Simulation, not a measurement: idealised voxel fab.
Process module heading - voxel released beams
Each square cell in cross-section cut measures 5 nm, and the section as a whole is 175 nm wide.
Heads up, the way a cross-section reads in here is a grid of square cells, handed over as bands from the top down, with every band being one or more rows of cells. What a band's entry tells you: where the top is and where the bottom is, as heights in nm, and after that what lies inside, material by material from left to right, each with its width in nm. Empty space is written as the word "air", and a single material marked with the word "throughout" occupies the band from edge to edge. Basically, 0 is our baseline, since under it the wafer straight out of the box is all one material. The bottom band has no lower end and keeps on going down, so it looks like "top 0, no bottom". A two-number width, for instance "30 to 40", indicates that the width is equal to the first number in the top row of the band and to the second number in the bottom row, and that it changes by a constant amount per row of cells. "no change occurred" -> step changed no cross-section cell. "Enclosed cavity list" - sealed voids, min. 8 cells, no opening to top; format: width x height at distance (distance from left edge; nm throughout). The remark found on a step's line after its settings is issued by the simulator itself and pertains to that step. overlay nm: on a step with a mask, how far right of its planned place the mask lay; negative means left.

The process steps that were planned are listed below
1. RECEIVE,material Si
2. CONFORMAL_DEP,material SiN,thk nm 10
3. DIRECTIONAL_DEP,material SiO2,thk nm 15
4. PATTERN,tone open,mask id ANCHOR,material resist,width nm 45,thk nm 20,overlay nm 0
5. DIRECTIONAL_ETCH,etch materials SiO2,depth nm 15
6. STRIP,etch materials resist
7. CONFORMAL_DEP,material W,thk nm 15
8. MASKED_ETCH,tone cover,mask id BEAM,width nm 110,etch materials W,depth nm 15,overlay nm 0
9. STRIP,etch materials SiO2

Cross-section: wafer on arrival = after step 1
* top 0, no bottom = Si throughout
* Enclosed cavity list: none

Cross-section: first of two wafers, module finished, run according to plan
* top 40, bottom 25 = 30 nm air | 20 nm W | 15 nm air | 75 nm W | 35 nm air
* top 25, bottom 10 = 35 nm air | 45 nm W | 95 nm air
* top 10, bottom 0 = SiN throughout
* top 0, no bottom = Si throughout
* Enclosed cavity list: none

Wafer two, end of module, cross-section. Same start, same plan as wafer one. One mistake in the run
* top 30, bottom 15 = 30 nm air | 20 nm W | 15 nm air | 75 nm W | 35 nm air
* top 15, bottom 0 = 35 nm air | 45 nm W | 95 nm air
* top 0, no bottom = Si throughout
* Enclosed cavity list: none
What broke from the plan during processing? step 2 of the plan never got run, it was skipped over
at the end the second wafer has, in cells: 70 fewer of SiN
